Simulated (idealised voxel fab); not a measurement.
The following is a process module called voxel trench capacitor.
This is section cut - it's 260 nm across, gridded in 5 nm square cells.
When this document writes out a cross-section, it uses a grid of square cells and lists it as bands, beginning at the top and moving down, with a band standing for one or more rows of cells.
This entry defines a band. It first specifies the height of the band's top and the height of its bottom in nm, and then specifies the band's materials from left to right, stating each material with its width in nm. The word "throughout" identifies a single material that fills the band from edge to edge, while the word "air" identifies empty space.
All heights in this document are referenced to 0, defined as the level beneath which the wafer, as received, consists entirely of one material. The lowest band is not bounded below; it extends indefinitely downward and is written in the form "0 down".
Think of "30..40" as a width that walks from the first number to the second as you go down the band, top row to bottom row, taking equal-sized steps from row to row.
The designation "nothing got changed", where it is given for a processing step, indicates that no cell of the cross-section was altered in the course of that step.
The entry titled "Closed cavity list" provides the empty spaces that have no open way to the top, restricted to those of 8 cells or more. Each is presented as width x height at distance, the distance being measured from the left edge, with all three in nm.
Heads up: the bit after the settings on a step's line is the simulator's remark on that step.
Steps that use a mask can have "overlay nm" on their line. It says how far the mask sat to the right of where it was meant to be. Negative means to the left.
Everything after this point is organized in pairs: a cross-section before one process step, a cross-section after it that shows only as deep as the lowest changed band, and, under the pair, the intervening step with its settings. Because different runs of this module on the same starting wafer can supply different pairs, a pair continues from the pair above it only if its entry headed "Geometry before processing" says so.

## Geometry before processing
> 20 to 15 | W throughout
> 15 to 10 | W 60  TiN 140  W 60
> 10 to 5 | TiN 65  Al2O3 40  TiN 5  Al2O3 40  TiN 5  Al2O3 40  TiN 65
> 5 to 0 | Al2O3 70  SiN 30  Al2O3 15  SiN 30  Al2O3 15  SiN 30  Al2O3 70
> 0 down | Si throughout
> Closed cavity list: none

## Cross-Section Thereafter
> 5 to 0 | Al2O3 70  SiN 30  Al2O3 15  SiN 30  Al2O3 15  SiN 30  Al2O3 70
> Below 0 it's all the same as before, nothing changed down there.
> Closed cavity list: none
Step, pre vs post cross-sections above: CMP | height nm 5
